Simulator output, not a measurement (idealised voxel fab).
process module | voxel capacitor over wiring
cross-section cut | 270 nm wide | cells 5 nm
A cross-section is a grid of square cells, given in bands from the top down. A band is one or more rows of cells.
Each band's line starts with the height of the band's top and of its bottom, in nm. Then come its materials from left to right, each with its width in nm. One material with "throughout" fills the band from edge to edge. "air" is empty space.
Height 0 is the level under which the wafer as received is all one material. The lowest band goes on downwards, as in "0 down".
A width such as "30 to 40" changes by the same amount from each row of cells to the next, from the band's top row to its bottom row.
"no change" after a step means that no cell of the cross-section changed.
closed voids: empty space of 8 cells or more with no open way to the top, each as width x height at its distance from the left edge, in nm
after a step's settings: what the simulator itself notes on the step
overlay nm, on a step with a mask: how far to the right of its planned place the mask lay; to the left if negative
Each pair below shows a cross-section before one step and the cross-section after it, down to the lowest band that changed. The line under each pair gives the step between them, with its settings. The pairs can come from different runs of this module on the same starting wafer, so a pair continues from the pair above only where its "before" says so.
before
  95 to 80: SiO2 95 | air 15 | SiO2 160
  80 to 75: SiO2 throughout
  75 to 70: SiO2 85 | HfO2 70 | SiO2 115
  70 to 60: TiN 80 | SiO2 5 | TiN 70 | SiO2 5 | TiN 110
  60 to 40: lowk 85 | TiN 5 | Ru 5 | TiN 5 | lowk 170
  40 to 35: SiCN 85 | TiN 15 | SiCN 170
  35 to 15: SiO2 80 | TiN 5 | Cu 10 | TiN 5 | SiO2 65 | TiN 5 | Cu 10 | TiN 5 | SiO2 85
  15 to 10: SiN 80 | TiN 20 | SiN 65 | TiN 20 | SiN 85
  10 to 0: SiO2 throughout
  0 down: Si throughout
  closed voids: none
after
  100 to 95: TiN 100 | air 5 | TiN 165
  95 to 85: SiO2 95 | TiN 5 | air 5 | TiN 5 | SiO2 160
  85 to 80: SiO2 95 | TiN 15 | SiO2 160
  below 80: unchanged
  closed voids: none
the step between: op CONFORMAL_DEP | material TiN | thk nm 5
before: the cross-section after the pair above
after
  110 to 100: Cu throughout
  100 to 95: TiN 100 | Cu 5 | TiN 165
  95 to 85: SiO2 95 | TiN 5 | Cu 5 | TiN 5 | SiO2 160
  below 85: unchanged
  closed voids: none
the step between: op FILL_DEP | material Cu | thk nm 10
before: the cross-section after the pair above
after
  95 to 85: SiO2 95 | TiN 5 | Cu 5 | TiN 5 | SiO2 160
  below 85: unchanged
  closed voids: none
the step between: op CMP | height nm 95
before: the cross-section after the pair above
after
  100 to 95: SiCN throughout
  below 95: unchanged
  closed voids: none
the step between: op CONFORMAL_DEP | material SiCN | thk nm 5
